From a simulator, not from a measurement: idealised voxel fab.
Module name: voxel transistor to metal (process module)
Square cell edge 5 nm, section width 170 nm, ID cut.
Cross-section = grid of square cells, listed top down in bands; band = one or more rows. Look at the band entry: it leads with the top's height and the bottom's height in nm. Then it lists the materials left to right, with a width in nm for each. The word "throughout" on a single material says that material fills the band edge to edge. The word "empty" is empty space. All heights in this document are referenced to 0, defined as the level beneath which the wafer, as received, consists entirely of one material. The lowest band is not bounded below; it extends indefinitely downward and is written in the form "0 down". Width "30->40": first value at the band's top row of cells, second value at its bottom row, equal change from row to row. Where the words "no change" appear for a step, the cross-section shows no cell changed by that step; every cell remained as before. Entry "Fully sealed cavities" = empty spaces >= 8 cells with no open way to the top; each as width x height at distance, distance from left edge, all nm. Formally, on a step line, whatever follows the settings is a remark that the simulator itself makes on the step. "overlay nm" answers the question of how far to the right of plan the mask lay on a step that has a mask, and when it is negative the answer is to the left.
[Steps in the process plan]
- 1: RECEIVE, material Si
- 2: CONFORMAL_DEP, material SiO2, thk nm 5
- 3: CONFORMAL_DEP, material SiN, thk nm 15
- 4: MASKED_ETCH, tone cover, mask id ACTIVE, width nm 125, etch materials SiN, depth nm 15, overlay nm 0
- 5: MASKED_ETCH, tone cover, mask id ACTIVE, width nm 125, etch materials SiO2, depth nm 5, overlay nm 0
- 6: MASKED_ETCH, tone cover, mask id ACTIVE, width nm 125, etch materials Si, depth nm 35, overlay nm 0
- 7: FILL_DEP, material SiO2, thk nm 10
- 8: CMP, height nm 20
- 9: SELECTIVE_ETCH, etch materials SiO2, depth nm 10
- 10: STRIP, etch materials SiN
- 11: SELECTIVE_ETCH, etch materials SiO2, depth nm 5
- 12: OXIDIZE, depth nm 5
- 13: DIRECTIONAL_DEP, material polySi, thk nm 20
- 14: DIRECTIONAL_DEP, material SiCN, thk nm 10
- 15: PATTERN, tone cover, mask id GATE, material resist, width nm 25, thk nm 20, overlay nm 0
- 16: DIRECTIONAL_ETCH, etch materials SiCN, depth nm 20
- 17: DIRECTIONAL_ETCH, etch materials polySi, depth nm 30
- 18: STRIP, etch materials resist
- 19: CONFORMAL_DEP, material SiO2, thk nm 5
- 20: DIRECTIONAL_ETCH, etch materials SiO2, depth nm 5
- 21: CONFORMAL_DEP, material SiN, thk nm 10
- 22: DIRECTIONAL_ETCH, etch materials SiN, depth nm 10
- 23: DIRECTIONAL_ETCH, etch materials SiO2, depth nm 5
- 24: DIRECTIONAL_ETCH, etch materials Si, depth nm 10
- 25: EPI, material pSi, thk nm 15
- 26: FILL_DEP, material SiO2, thk nm 5
- 27: CMP, height nm 30
- 28: DIRECTIONAL_DEP, material SiO2, thk nm 10
- 29: MASKED_ETCH, tone open, mask id CONTACT, width nm 35, pitch nm 70, etch materials SiO2, depth nm 30, overlay nm 0
- 30: CONFORMAL_DEP, material TiN, thk nm 5
- 31: FILL_DEP, material W, thk nm 5
- 32: CMP, height nm 40
- 33: CONFORMAL_DEP, material SiCN, thk nm 5
- 34: DIRECTIONAL_DEP, material SiO2, thk nm 20
- 35: DIRECTIONAL_DEP, material aC, thk nm 10
- 36: PATTERN, tone open, mask id METAL_1, material resist, width nm 20, pitch nm 85, thk nm 25, overlay nm 0
- 37: DIRECTIONAL_ETCH, etch materials aC, depth nm 10
- 38: STRIP, etch materials resist
- 39: DIRECTIONAL_ETCH, etch materials SiO2, depth nm 20
- 40: DIRECTIONAL_ETCH, etch materials SiCN, depth nm 5
- 41: STRIP, etch materials aC
- 42: CONFORMAL_DEP, material TiN, thk nm 5
- 43: FILL_DEP, material Cu, thk nm 10
- 44: CMP, height nm 65
- 45: CONFORMAL_DEP, material SiCN, thk nm 5
[Cross-section of the wafer upon arrival, representing the state reached after step 1]
0 down: Si throughout
Fully sealed cavities: none
[End-of-module XS, first of two wafers, run as planned]
70 to 65: SiCN throughout
65 to 45: 30 of SiO2, then 5 of TiN, then 10 of Cu, then 5 of TiN, then 65 of SiO2, then 5 of TiN, then 10 of Cu, then 5 of TiN, then 35 of SiO2
45 to 40: 30 of SiCN, then 20 of TiN, then 65 of SiCN, then 20 of TiN, then 35 of SiCN
40 to 30: 30 of SiO2, then 5 of TiN, then 25->15 of W, then 5->15 of TiN, then 35 of SiO2, then 5->15 of TiN, then 25->15 of W, then 5 of TiN, then 35 of SiO2
30 to 20: 30 of SiO2, then 5 of TiN, then 15 of W, then 5 of TiN, then 10 of SiN, then 5 of SiO2, then 25 of SiCN, then 5 of SiO2, then 10 of SiN, then 5 of TiN, then 15 of W, then 5 of TiN, then 35 of SiO2
20 to 15: 30 of SiO2, then 5 of TiN, then 15 of W, then 5 of TiN, then 10 of SiN, then 5 of SiO2, then 25 of polySi, then 5 of SiO2, then 10 of SiN, then 5 of TiN, then 15 of W, then 5 of TiN, then 35 of SiO2
15 to 10: 30 of SiO2, then 25 of TiN, then 10 of SiN, then 5 of SiO2, then 25 of polySi, then 5 of SiO2, then 10 of SiN, then 25 of TiN, then 35 of SiO2
10 to 5: 25 of SiO2, then 30 of pSi, then 10 of SiN, then 5 of SiO2, then 25 of polySi, then 5 of SiO2, then 10 of SiN, then 30 of pSi, then 30 of SiO2
5 to 0: 20 of SiO2, then 10 of SiN, then 25 of pSi, then 10 of SiN, then 5 of SiO2, then 25 of polySi, then 5 of SiO2, then 10 of SiN, then 25 of pSi, then 10 of SiN, then 25 of SiO2
0 to -5: 30 of SiO2, then 25 of pSi, then 55 of SiO2, then 25 of pSi, then 35 of SiO2
-5 to -15: 20 of SiO2, then 10 of Si, then 25 of pSi, then 55 of Si, then 25 of pSi, then 10 of Si, then 25 of SiO2
-15 to -35: 20 of SiO2, then 125 of Si, then 25 of SiO2
-35 down: Si throughout
Fully sealed cavities: none
[Wafer two, end of module, cross-section. Same start, same plan as wafer one. One mistake in the run]
70 to 65: SiCN throughout
65 to 60: 30 of SiCN, then 20 of TiN, then 65 of SiCN, then 20 of TiN, then 35 of SiCN
60 to 40: SiO2 throughout
40 to 30: 30 of SiO2, then 5 of TiN, then 25->15 of W, then 5->15 of TiN, then 35 of SiO2, then 5->15 of TiN, then 25->15 of W, then 5 of TiN, then 35 of SiO2
30 to 20: 30 of SiO2, then 5 of TiN, then 15 of W, then 5 of TiN, then 10 of SiN, then 5 of SiO2, then 25 of SiCN, then 5 of SiO2, then 10 of SiN, then 5 of TiN, then 15 of W, then 5 of TiN, then 35 of SiO2
20 to 15: 30 of SiO2, then 5 of TiN, then 15 of W, then 5 of TiN, then 10 of SiN, then 5 of SiO2, then 25 of polySi, then 5 of SiO2, then 10 of SiN, then 5 of TiN, then 15 of W, then 5 of TiN, then 35 of SiO2
15 to 10: 30 of SiO2, then 25 of TiN, then 10 of SiN, then 5 of SiO2, then 25 of polySi, then 5 of SiO2, then 10 of SiN, then 25 of TiN, then 35 of SiO2
10 to 5: 25 of SiO2, then 30 of pSi, then 10 of SiN, then 5 of SiO2, then 25 of polySi, then 5 of SiO2, then 10 of SiN, then 30 of pSi, then 30 of SiO2
5 to 0: 20 of SiO2, then 10 of SiN, then 25 of pSi, then 10 of SiN, then 5 of SiO2, then 25 of polySi, then 5 of SiO2, then 10 of SiN, then 25 of pSi, then 10 of SiN, then 25 of SiO2
0 to -5: 30 of SiO2, then 25 of pSi, then 55 of SiO2, then 25 of pSi, then 35 of SiO2
-5 to -15: 20 of SiO2, then 10 of Si, then 25 of pSi, then 55 of Si, then 25 of pSi, then 10 of Si, then 25 of SiO2
-15 to -35: 20 of SiO2, then 125 of Si, then 25 of SiO2
-35 down: Si throughout
Fully sealed cavities: none
Short version of what went wrong: sequence error: steps 33 and 34 interchanged
Materials where the second wafer ends with more or fewer cells than the first: Cu -16; SiO2 +32; TiN -16
